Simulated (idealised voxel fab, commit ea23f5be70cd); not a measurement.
Process module in this document: voxel trench capacitor
Shown is cross-section cut, with a width of 255 nm and square cells of size 5 nm.
Throughout this document, each cross-section is represented as a grid of square cells and is presented as a sequence of bands enumerated from the top downward, where a band comprises one or more rows of cells. Within each band entry, the heights of the top and of the bottom of the band appear first, in that order and in nm; the materials of the band then follow from left to right, each with its corresponding width in nm. The designation "throughout" on a single material indicates that it fills the band from edge to edge; the designation "blank" indicates empty space. Where do heights start? At 0: under that level the wafer as delivered is made of one material only. And the lowest band has no floor; it just carries on downward, as in "0 -> down". So if you see something like "30 to 40" for the width, read it as the top row of the band sitting at the first number and the bottom row at the second, with every row in between moving by the same amount as the last. Reading "nothing changed" for a step: not a cell of the cross-section changed in it. Empty spaces counting at least 8 cells and having no open way to the top are listed in "Closed void list". The notation width x height at distance is used for each, the distance being from the left edge and all three values in nm. If you see something after the settings on a step's line, that's the simulator's own remark about that step. Each step line may optionally specify "overlay nm", which for a step with a mask gives the rightward distance between the mask's planned place and where it lay, a negative value indicating the leftward direction.
# Planned step list for the process
1) RECEIVE (material Si)
2) CONFORMAL_DEP (material SiN; thk nm 5)
3) DIRECTIONAL_DEP (material aC; thk nm 10)
4) PATTERN (tone open; mask id TRENCH; material resist; width nm 30; pitch nm 55; thk nm 25; overlay nm 0)
5) DIRECTIONAL_ETCH (etch materials aC; depth nm 10)
6) STRIP (etch materials resist)
7) DIRECTIONAL_ETCH (etch materials SiN; depth nm 10)
8) DIRECTIONAL_ETCH (etch materials Si; depth nm 40)
9) STRIP (etch materials aC)
10) CONFORMAL_DEP (material Al2O3; thk nm 5)
11) CONFORMAL_DEP (material TiN; thk nm 5)
12) FILL_DEP (material W; thk nm 5)
13) CMP (height nm 10)
The wafers are alike at the start. At step 2, their thk nm differs. The plan lists the first wafer's value.
# Here's the first of the wafers in cross-section, just as we got it, i.e. after step 1
- 0 -> down | Si throughout
- Closed void list: none
# Per-wafer rows below. For each material: cells gained (+) or lost (-) since the wafer was received, as of end of module. Then: closed voids
thk nm 5; +87 Al2O3; -96 Si; +39 SiN; +40 TiN; +32 W; Closed void list: none
thk nm 10; +48 Al2O3; -96 Si; +78 SiN; +40 TiN; +32 W; Closed void list: none
thk nm 15; +12 Al2O3; +90 SiN; Closed void list: none
thk nm 20; +102 SiN; Closed void list: none
thk nm 25; +102 SiN; Closed void list: none
